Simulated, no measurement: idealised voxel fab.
The following is a process module called voxel tone inversion.
For reference, the cross-section in this document is cut, with width 275 nm and square cells of 5 nm.
This document writes a cross-section as a grid whose cells are square, and gives it as bands, listed from the top down; one or more rows of cells form a band. First you get the band's top height and its bottom height, in nm, and then the materials it's made of, left to right, with each width in nm. If you see a single material with "throughout", that one covers the band edge to edge. "empty" is empty space. Measure heights from 0. That's the level where, below it, the as-received wafer is all one material. The lowest band is bottomless and extends downward; write it as in "from 0 down". Per-row width for "30->40": begins at first number (top row of band), ends at second number (bottom row), increment between rows held constant. Reading "no alteration" for a step: not a cell of the cross-section changed in it. Each empty space that has no open way to the top and spans at least 8 cells appears under "Closed void list" as width x height at distance, the distance counted from the left edge, all in nm. Post-settings text on a step line: simulator's own remark regarding the step. overlay nm: right-of-plan distance of the mask on a masked step; negative values mean left-of-plan.
-- Steps planned for the process
step 1: RECEIVE,material Si
step 2: CONFORMAL_DEP,material SiCN,thk nm 5
step 3: DIRECTIONAL_DEP,material aC,thk nm 25
step 4: PATTERN,tone cover,mask id POSTS,material resist,width nm 15,pitch nm 35,thk nm 35,overlay nm 0
step 5: DIRECTIONAL_ETCH,etch materials aC,depth nm 25
step 6: STRIP,etch materials resist
step 7: FILL_DEP,material lowk,thk nm 10
step 8: CMP,height nm 30
step 9: STRIP,etch materials aC
-- Run as planned: first of two wafers
-- Cross-section: wafer on arrival = after step 1
    from 0 down = Si throughout
    Closed void list: none
-- Wafer xsec, post step 2
    from 5 to 0 = SiCN throughout
    Under 0: no change, same as before.
-- Wafer xsec, post step 3
    from 30 to 5 = aC throughout
    Under 5: no change, same as before.
-- Wafer xsec, post step 4
    from 65 to 30 = empty: 75 / resist: 15 / empty: 20 / resist: 15 / empty: 20 / resist: 15 / empty: 20 / resist: 15 / empty: 80
    Under 30: no change, same as before.
-- Wafer xsec, post step 5
    from 40 to 30 = empty: 75 / resist: 15 / empty: 20 / resist: 15 / empty: 20 / resist: 15 / empty: 20 / resist: 15 / empty: 80
    from 30 to 5 = empty: 75 / aC: 15 / empty: 20 / aC: 15 / empty: 20 / aC: 15 / empty: 20 / aC: 15 / empty: 80
    Under 5: no change, same as before.
-- Wafer xsec, post step 6
    from 30 to 5 = empty: 75 / aC: 15 / empty: 20 / aC: 15 / empty: 20 / aC: 15 / empty: 20 / aC: 15 / empty: 80
    Under 5: no change, same as before.
-- Wafer xsec, post step 7
    from 40 to 30 = lowk throughout
    from 30 to 5 = lowk: 75 / aC: 15 / lowk: 20 / aC: 15 / lowk: 20 / aC: 15 / lowk: 20 / aC: 15 / lowk: 80
    Under 5: no change, same as before.
-- Wafer xsec, post step 8
    from 30 to 5 = lowk: 75 / aC: 15 / lowk: 20 / aC: 15 / lowk: 20 / aC: 15 / lowk: 20 / aC: 15 / lowk: 80
    Under 5: no change, same as before.
-- Wafer xsec, post step 9
    from 30 to 5 = lowk: 75 / empty: 15 / lowk: 20 / empty: 15 / lowk: 20 / empty: 15 / lowk: 20 / empty: 15 / lowk: 80
    Under 5: no change, same as before.
-- Here the second wafer is described. Its start and its plan were those of the first wafer. Its run contained one mistake. Up to and including step 3, it did exactly what the first wafer did
-- Second wafer, section view, time point: scheduled end of step 4
    from 65 to 30 = empty: 75 / resist: 20 / empty: 15 / resist: 20 / empty: 15 / resist: 20 / empty: 15 / resist: 20 / empty: 75
    Under 30: no change, same as before.
-- Second wafer, section view, time point: scheduled end of step 5
    from 40 to 30 = empty: 75 / resist: 20 / empty: 15 / resist: 20 / empty: 15 / resist: 20 / empty: 15 / resist: 20 / empty: 75
    from 30 to 5 = empty: 75 / aC: 20 / empty: 15 / aC: 20 / empty: 15 / aC: 20 / empty: 15 / aC: 20 / empty: 75
    Under 5: no change, same as before.
-- Second wafer, section view, time point: scheduled end of step 6
    from 30 to 5 = empty: 75 / aC: 20 / empty: 15 / aC: 20 / empty: 15 / aC: 20 / empty: 15 / aC: 20 / empty: 75
    Under 5: no change, same as before.
-- Second wafer, section view, time point: scheduled end of step 7
    from 40 to 30 = lowk throughout
    from 30 to 5 = lowk: 75 / aC: 20 / lowk: 15 / aC: 20 / lowk: 15 / aC: 20 / lowk: 15 / aC: 20 / lowk: 75
    Under 5: no change, same as before.
-- Second wafer, section view, time point: scheduled end of step 8
    from 30 to 5 = lowk: 75 / aC: 20 / lowk: 15 / aC: 20 / lowk: 15 / aC: 20 / lowk: 15 / aC: 20 / lowk: 75
    Under 5: no change, same as before.
-- Second wafer, section view, time point: scheduled end of step 9
    from 30 to 5 = lowk: 75 / empty: 20 / lowk: 15 / empty: 20 / lowk: 15 / empty: 20 / lowk: 15 / empty: 20 / lowk: 75
    Under 5: no change, same as before.
It is concluded that the wafer was processed incorrectly with respect to the plan, in that contrary to plan, step 4 was performed as PATTERN,tone cover,mask id POSTS,material resist,width nm 20,pitch nm 35,thk nm 35,overlay nm 0
Wrapping up, a cell-based count of both wafers puts the second over or under the first for these materials: lowk: 20 fewer
